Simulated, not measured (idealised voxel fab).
The following process module bears the name voxel released beams.
Pictured: cross-section cut, 160 nm wide, on a grid of 5 nm square cells.
Notation: cross-section as square-cell grid; stated in bands, top first, going down; one or more cell rows per band.
Band: top and bottom heights (nm) first, top before bottom; then materials from left to right, widths in nm. "all across" marks a sole material filling the band edge to edge. "air" denotes empty space.
All heights in this document are referenced to 0, defined as the level beneath which the wafer, as received, consists entirely of one material. The lowest band is not bounded below; it extends indefinitely downward and is written in the form "0 and below".
You'd read "30..40" like this: the band's top row of cells is as wide as the first number, its bottom row is as wide as the second, and going down, every row changes width by the same amount as the row before did.
When a step is marked "all unchanged", none of the cells in the cross-section changed during that step.
Closed empty spaces (no open way to the top) of 8 cells or more are what "Enclosed void listing" lists, each as width x height at distance from the left edge, nm for all three.
Note: text after step settings on the step line = simulator remark on that step.
overlay nm: on a step with a mask, how far right of its planned place the mask lay; negative means left.

This section lists the process steps that were planned:
1. RECEIVE | material Si
2. CONFORMAL_DEP | material Al2O3 | thk nm 10
3. DIRECTIONAL_DEP | material SiO2 | thk nm 20
4. DIRECTIONAL_DEP | material aC | thk nm 15
5. PATTERN | tone open | mask id ANCHOR | material resist | width nm 25 | thk nm 30 | overlay nm 0
6. DIRECTIONAL_ETCH | etch materials aC | depth nm 15
7. STRIP | etch materials resist
8. DIRECTIONAL_ETCH | etch materials SiO2 | depth nm 20
9. STRIP | etch materials aC
10. CONFORMAL_DEP | material W | thk nm 10
11. PATTERN | tone cover | mask id BEAM | material resist | width nm 80 | thk nm 20 | overlay nm 0
12. DIRECTIONAL_ETCH | etch materials W | depth nm 10
13. STRIP | etch materials resist
14. STRIP | etch materials SiO2

As-received wafer cross-section (after step 1):
- 0 and below: Si all across
- Enclosed void listing: none

Run as planned - first of the two wafers cross-sectioned at the end of the module:
- 40 down to 30: air 35 | W 15 | air 5 | W 60 | air 45
- 30 down to 20: air 40 | W 10 | air 5 | W 10 | air 95
- 20 down to 10: air 40 | W 25 | air 95
- 10 down to 0: Al2O3 all across
- 0 and below: Si all across
- Enclosed void listing: none

Now the second wafer, cross-sectioned at the end of the module. Nothing different at the start, nothing different in the plan compared with the first, just one mistake when it was actually run:
- 30 down to 20: air 35 | W 15 | air 5 | W 60 | air 45
- 20 down to 10: air 40 | W 10 | air 5 | W 10 | air 95
- 10 down to 0: air 40 | W 25 | air 95
- 0 and below: Si all across
- Enclosed void listing: none
What was the processing mistake? plan step 2 never ran because it was skipped
Final wafer comparison in cells, second versus first, more or fewer per material: -64 Al2O3
